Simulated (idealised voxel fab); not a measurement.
voxel ribs on slabs: a process module
Shown is cross-section cut, with a width of 270 nm and square cells of size 5 nm.
Cross-section = grid of square cells, listed top down in bands; band = one or more rows. Within each band entry, the heights of the top and of the bottom of the band appear first, in that order and in nm; the materials of the band then follow from left to right, each with its corresponding width in nm. The designation "all across" on a single material indicates that it fills the band from edge to edge; the designation "blank" indicates empty space. Below 0: as-received wafer, all one material; heights counted from there. Lowest band: no bottom, goes on down, written "0 -> down". Per-row width for "30 to 40": begins at first number (top row of band), ends at second number (bottom row), increment between rows held constant. For the purposes of this document, the phrase "changes: none" attached to a step denotes that no cell within the cross-section was modified by that step. Closed empty spaces (no open way to the top) of 8 cells or more are what "Entrapped voids" lists, each as width x height at distance from the left edge, nm for all three. Past the settings on a step's line: simulator remark, on that step. "overlay nm" denotes, for a step that has a mask, the displacement of the mask to the right of its planned place, with negative values corresponding to the left.

Process steps foreseen in the plan
1 RECEIVE [material Si]
2 DIRECTIONAL_DEP [material SiO2] [thk nm 25]
3 DIRECTIONAL_DEP [material polySi] [thk nm 15]
4 DIRECTIONAL_DEP [material aC] [thk nm 15]
5 PATTERN [tone cover] [mask id RIB] [material resist] [width nm 20] [thk nm 30] [overlay nm 0]
6 DIRECTIONAL_ETCH [etch materials aC] [depth nm 15]
7 STRIP [etch materials resist]
8 DIRECTIONAL_ETCH [etch materials polySi] [depth nm 10]
9 STRIP [etch materials aC]
10 MASKED_ETCH [tone cover] [mask id SLAB] [width nm 50] [etch materials polySi] [depth nm 5] [overlay nm 0]
11 FILL_DEP [material SiO2] [thk nm 25]
12 CMP [height nm 55]
13 DIRECTIONAL_DEP [material W] [thk nm 5]
14 DIRECTIONAL_DEP [material aC] [thk nm 10]
15 PATTERN [tone cover] [mask id HEATER] [material resist] [width nm 30] [thk nm 25] [overlay nm 0]
16 DIRECTIONAL_ETCH [etch materials aC] [depth nm 10]
17 STRIP [etch materials resist]
18 DIRECTIONAL_ETCH [etch materials W] [depth nm 5]
19 STRIP [etch materials aC]
20 CONFORMAL_DEP [material SiN] [thk nm 10]

Delivered wafer in cross-section: state after step 1
    0 -> down | Si all across
    Entrapped voids: none

Result of the module, cross-sectioned: start per above, plan per above, one error in how it was run
    60 -> 55 | blank: 120; W: 30; blank: 120
    55 -> 40 | SiO2 all across
    40 -> 30 | SiO2: 125; polySi: 20; SiO2: 125
    30 -> 25 | SiO2: 110; polySi: 50; SiO2: 110
    25 -> 0 | SiO2 all across
    0 -> down | Si all across
    Entrapped voids: none
Plan not followed: step 20 of the plan was excluded from execution and never run
